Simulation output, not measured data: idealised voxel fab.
Name of the process module below: voxel released beams
The figure presents cross-section cut, which has a width of 220 nm and is divided into square cells with an edge length of 5 nm.
Throughout this document, each cross-section is represented as a grid of square cells and is presented as a sequence of bands enumerated from the top downward, where a band comprises one or more rows of cells.
Heads up on the band format: heights come first, top then bottom, in nm. After that it's the materials left to right, each with its width in nm. A single material flagged "throughout" fills the whole band edge to edge, and "air" means there's empty space there.
Measure heights from 0. That's the level where, below it, the as-received wafer is all one material. The lowest band is bottomless and extends downward; write it as in "top 0, no bottom".
With a width like "30->40", each row of cells in the band differs from the next by the same amount, the top row carrying the first number and the bottom row the second.
Basically "nothing got changed" means that step didn't change any cell in the cross-section.
The label "Sealed void list" introduces a list of the empty spaces, 8 cells or larger, that have no open way up to the top; each entry in it reads width x height at distance, where the distance is taken from the left edge and all three are stated in nm.
Note: text after step settings on the step line = simulator remark on that step.
overlay nm, on a step with a mask: how far to the right of its planned place the mask lay; to the left if negative

So here's the lineup of process steps we planned:
1,RECEIVE [material Si]
2,CONFORMAL_DEP [material Al2O3] [thk nm 5]
3,DIRECTIONAL_DEP [material SiO2] [thk nm 10]
4,DIRECTIONAL_DEP [material aC] [thk nm 15]
5,PATTERN [tone open] [mask id ANCHOR] [material resist] [width nm 35] [thk nm 35] [overlay nm 0]
6,DIRECTIONAL_ETCH [etch materials aC] [depth nm 15]
7,STRIP [etch materials resist]
8,DIRECTIONAL_ETCH [etch materials SiO2] [depth nm 10]
9,STRIP [etch materials aC]
10,CONFORMAL_DEP [material polySi] [thk nm 10]
11,DIRECTIONAL_DEP [material aC] [thk nm 15]
12,PATTERN [tone cover] [mask id BEAM] [material resist] [width nm 85] [thk nm 30] [overlay nm 0]
13,DIRECTIONAL_ETCH [etch materials aC] [depth nm 15]
14,STRIP [etch materials resist]
15,DIRECTIONAL_ETCH [etch materials polySi] [depth nm 10]
16,STRIP [etch materials aC]
17,STRIP [etch materials SiO2]

The cross-section here shows the wafer as received, i.e. in its state after step 1:
* top 0, no bottom | Si throughout
* Sealed void list: none

End-of-module cross-section. Starting structure and process plan as above; one mistake made in running it:
* top 25, bottom 20 | air: 65  polySi: 15  air: 15  polySi: 55  air: 70
* top 20, bottom 15 | polySi: 80  air: 15  polySi: 125
* top 15, bottom 5 | SiO2: 70  polySi: 35  SiO2: 115
* top 5, bottom 0 | Al2O3 throughout
* top 0, no bottom | Si throughout
* Sealed void list: none
What broke from the plan during processing? step 15 did not use the planned setting and instead ran as DIRECTIONAL_ETCH [etch materials polySi] [depth nm 5]
